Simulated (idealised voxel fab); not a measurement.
Process module in this document: voxel self aligned contacts
For reference, the cross-section in this document is cut, with width 225 nm and square cells of 5 nm.
Cross-sections here: square-cell grids, written as top-down lists of bands, a band being one or more rows of cells.
This entry defines a band. It first specifies the height of the band's top and the height of its bottom in nm, and then specifies the band's materials from left to right, stating each material with its width in nm. The word "all across" identifies a single material that fills the band from edge to edge, while the word "empty" identifies empty space.
Heads up on the height convention: 0 is the point under which the incoming wafer is all one material, and the lowest band has no bottom, it just keeps going down, like "0 down".
A width such as "30..40" changes by the same amount from each row of cells to the next, from the band's top row to its bottom row.
"all unchanged" for a step: no cell of the cross-section changed in that step.
Enclosed voids (no open way to top), threshold 8 cells or more, entry "Fully closed voids", notation width x height at distance, distance from left edge, nm.
That trailing text on a step's line, after the settings, is the simulator's own remark on the step.
"overlay nm", when on a step's line for a step with a mask, measures how far to the right of its planned place the mask lay; a negative measure means to the left.
The steps planned for the process are as follows
1 RECEIVE (material Si)
2 OXIDIZE (depth nm 5)
3 DIRECTIONAL_DEP (material polySi; thk nm 20)
4 DIRECTIONAL_DEP (material SiN; thk nm 20)
5 DIRECTIONAL_DEP (material aC; thk nm 10)
6 PATTERN (tone cover; mask id GATE; material resist; width nm 25; pitch nm 50; thk nm 30; overlay nm 0)
7 DIRECTIONAL_ETCH (etch materials aC; depth nm 10)
8 STRIP (etch materials resist)
9 DIRECTIONAL_ETCH (etch materials SiN; depth nm 20)
10 DIRECTIONAL_ETCH (etch materials polySi; depth nm 20)
11 STRIP (etch materials aC)
12 CONFORMAL_DEP (material SiN; thk nm 5)
13 DIRECTIONAL_ETCH (etch materials SiN; depth nm 5)
14 FILL_DEP (material SiO2; thk nm 15)
15 CMP (height nm 50)
16 PATTERN (tone open; mask id CONTACT; material resist; width nm 35; pitch nm 50; thk nm 20; overlay nm 0)
17 DIRECTIONAL_ETCH (etch materials SiO2; depth nm 55)
18 STRIP (etch materials resist)
19 CONFORMAL_DEP (material TiN; thk nm 5)
20 FILL_DEP (material Ru; thk nm 5)
21 CMP (height nm 50)
22 CONFORMAL_DEP (material SiCN; thk nm 5)
Cross-section: wafer on arrival = after step 1
- 0 down  Si all across
- Fully closed voids: none
End-of-module cross-section of the first of two wafers, processed as planned
- 55 to 50  SiCN all across
- 50 to 40  SiO2 (70); TiN (5..15); Ru (25..5); TiN (5..15); SiO2 (15); TiN (5..15); Ru (25..5); TiN (5..15); SiO2 (70)
- 40 to 20  SiO2 (45); SiN (35); TiN (5); Ru (5); TiN (5); SiN (35); TiN (5); Ru (5); TiN (5); SiN (35); SiO2 (45)
- 20 to 0  SiO2 (45); SiN (5); polySi (25); SiN (5); TiN (5); Ru (5); TiN (5); SiN (5); polySi (25); SiN (5); TiN (5); Ru (5); TiN (5); SiN (5); polySi (25); SiN (5); SiO2 (45)
- 0 to -5  SiO2 (80); TiN (15); SiO2 (35); TiN (15); SiO2 (80)
- -5 down  Si all across
- Fully closed voids: none
So this is wafer number two of the two, cut at the end of the module - it started where the first did and had the same plan, we just got one thing wrong running it
- 55 to 50  SiCN all across
- 50 to 40  SiO2 (70); TiN (5..15); Ru (25..5); TiN (5..15); SiO2 (15); TiN (5..15); Ru (25..5); TiN (5..15); SiO2 (70)
- 40 to 20  SiO2 (45); SiN (35); TiN (5); Ru (5); TiN (5); SiN (35); TiN (5); Ru (5); TiN (5); SiN (35); SiO2 (45)
- 20 to 10  SiO2 (45); SiN (5); polySi (25); SiN (5); TiN (5); Ru (5); TiN (5); SiN (5); polySi (25); SiN (5); TiN (5); Ru (5); TiN (5); SiN (5); polySi (25); SiN (5); SiO2 (45)
- 10 to 5  SiO2 (45); SiN (5); polySi (25); SiN (5); TiN (15); SiN (5); polySi (25); SiN (5); TiN (15); SiN (5); polySi (25); SiN (5); SiO2 (45)
- 5 to 0  SiO2 (45); SiN (5); polySi (25); SiN (5); SiO2 (15); SiN (5); polySi (25); SiN (5); SiO2 (15); SiN (5); polySi (25); SiN (5); SiO2 (45)
- 0 to -5  SiO2 all across
- -5 down  Si all across
- Fully closed voids: none
The mistake made against the process plan was this: step 17 ran as: DIRECTIONAL_ETCH (etch materials SiO2; depth nm 45)
The final cell counts differ between the wafers, with the second having more or fewer of some materials than the first: -4 Ru | +12 SiO2 | -8 TiN
